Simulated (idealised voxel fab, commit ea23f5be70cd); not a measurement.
A process module follows: voxel transistor to metal.
Pictured: cross-section cut, 170 nm wide, on a grid of 5 nm square cells.
Cross-section layout: square cells on a grid; listed as bands, top to bottom; a band spans one or more cell rows.
Quick guide to a band line: top height, bottom height (nm) up front; then every material left to right with its width in nm. Only one material and it's marked "edge to edge"? Then it fills the band edge to edge. And "empty" just means empty space.
Ref level 0: as-received wafer is one material below here. Bottom band extends down with no lower bound ("0 nm and below").
So if you see something like "30..40" for the width, read it as the top row of the band sitting at the first number and the bottom row at the second, with every row in between moving by the same amount as the last.
"no modifications" means the step left every cell of the cross-section as it was.
"Fully enclosed voids" enumerates empty spaces isolated from the top, with no open way to it, that contain at least 8 cells, giving each as width x height at distance from the left edge, all three in nm.
Post-settings text on a step line: simulator's own remark regarding the step.
overlay nm: how far to the right of its planned place the mask lay on this masked step (negative: to the left).
### The planned process steps are enumerated hereunder
1 RECEIVE [material Si]
2 OXIDIZE [depth nm 5]
3 CONFORMAL_DEP [material SiN] [thk nm 10]
4 DIRECTIONAL_DEP [material aC] [thk nm 10]
5 PATTERN [tone cover] [mask id ACTIVE] [material resist] [width nm 105] [thk nm 25] [overlay nm 0]
6 DIRECTIONAL_ETCH [etch materials aC] [depth nm 10]
7 STRIP [etch materials resist]
8 DIRECTIONAL_ETCH [etch materials SiN] [depth nm 10]
9 DIRECTIONAL_ETCH [etch materials SiO2] [depth nm 5]
10 DIRECTIONAL_ETCH [etch materials Si] [depth nm 20]
11 STRIP [etch materials aC]
12 FILL_DEP [material SiO2] [thk nm 10]
13 CMP [height nm 10]
14 SELECTIVE_ETCH [etch materials SiO2] [depth nm 10]
15 STRIP [etch materials SiN]
16 SELECTIVE_ETCH [etch materials SiO2] [depth nm 5]
17 OXIDIZE [depth nm 5]
18 DIRECTIONAL_DEP [material polySi] [thk nm 25]
19 DIRECTIONAL_DEP [material SiCN] [thk nm 10]
20 MASKED_ETCH [tone cover] [mask id GATE] [width nm 15] [etch materials SiCN] [depth nm 20] [overlay nm 0]
21 MASKED_ETCH [tone cover] [mask id GATE] [width nm 15] [etch materials polySi] [depth nm 35] [overlay nm 0]
22 CONFORMAL_DEP [material SiN] [thk nm 10]
23 DIRECTIONAL_ETCH [etch materials SiN] [depth nm 10]
24 DIRECTIONAL_ETCH [etch materials SiO2] [depth nm 5]
25 DIRECTIONAL_ETCH [etch materials Si] [depth nm 10]
26 EPI [material pSi] [thk nm 10]
27 FILL_DEP [material SiO2] [thk nm 5]
28 CMP [height nm 30]
29 DIRECTIONAL_DEP [material SiO2] [thk nm 10]
30 MASKED_ETCH [tone open] [mask id CONTACT] [width nm 30] [pitch nm 55] [etch materials SiO2] [depth nm 50] [overlay nm 0]
31 CONFORMAL_DEP [material TiN] [thk nm 5]
32 FILL_DEP [material Ru] [thk nm 5]
33 CMP [height nm 40]
34 DIRECTIONAL_DEP [material TiN] [thk nm 5]
35 DIRECTIONAL_DEP [material W] [thk nm 15]
36 MASKED_ETCH [tone cover] [mask id METAL_1] [width nm 20] [pitch nm 65] [etch materials W] [depth nm 15] [overlay nm 0]
37 MASKED_ETCH [tone cover] [mask id METAL_1] [width nm 20] [pitch nm 65] [etch materials TiN] [depth nm 5] [overlay nm 0]
38 FILL_DEP [material SiO2] [thk nm 10]
39 CMP [height nm 60]
40 CONFORMAL_DEP [material SiCN] [thk nm 5]
### This is the cross-section of the wafer as we received it, i.e. after step 1
    0 nm and below | Si edge to edge
    Fully enclosed voids: none
### Cross-sectional result after module completion. Note: starting condition and plan are unchanged from above; one processing mistake was made
    65 nm to 60 nm | SiCN edge to edge
    60 nm to 45 nm | 40 of SiO2  20 of W  45 of SiO2  20 of W  45 of SiO2
    45 nm to 40 nm | 40 of SiO2  20 of TiN  45 of SiO2  20 of TiN  45 of SiO2
    40 nm to 30 nm | 40 of SiO2  5 of TiN  20..15 of Ru  5..10 of TiN  25 of SiO2  5..10 of TiN  20..15 of Ru  5 of TiN  45 of SiO2
    30 nm to 20 nm | 40 of SiO2  5 of TiN  15..5 of Ru  5..15 of TiN  10 of SiN  15 of SiCN  10 of SiN  5 of TiN  15 of Ru  5 of TiN  45 of SiO2
    20 nm to 5 nm | 40 of SiO2  5 of TiN  5 of Ru  5 of TiN  10 of SiN  25 of polySi  10 of SiN  5 of TiN  15 of Ru  5 of TiN  45 of SiO2
    5 nm to 0 nm | 40 of SiO2  15 of TiN  10 of SiN  25 of polySi  10 of SiN  15 of TiN  5 of Ru  5 of TiN  45 of SiO2
    0 nm to -5 nm | 40 of SiO2  5 of TiN  10 of pSi  10 of SiN  25 of polySi  10 of SiN  10 of pSi  5 of TiN  5 of Ru  5 of TiN  45 of SiO2
    -5 nm to -10 nm | 40 of SiO2  5 of TiN  10 of pSi  45 of SiO2  10 of pSi  15 of TiN  45 of SiO2
    -10 nm to -20 nm | 30 of SiO2  25 of pSi  45 of Si  35 of pSi  35 of SiO2
    -20 nm to -25 nm | 30 of SiO2  105 of Si  35 of SiO2
    -25 nm and below | Si edge to edge
    Fully enclosed voids: none
In executing the process, a mistake was made relative to the plan: step 21 off recipe, ran as MASKED_ETCH [tone cover] [mask id GATE] [width nm 15] [etch materials polySi] [depth nm 35] [overlay nm -10]
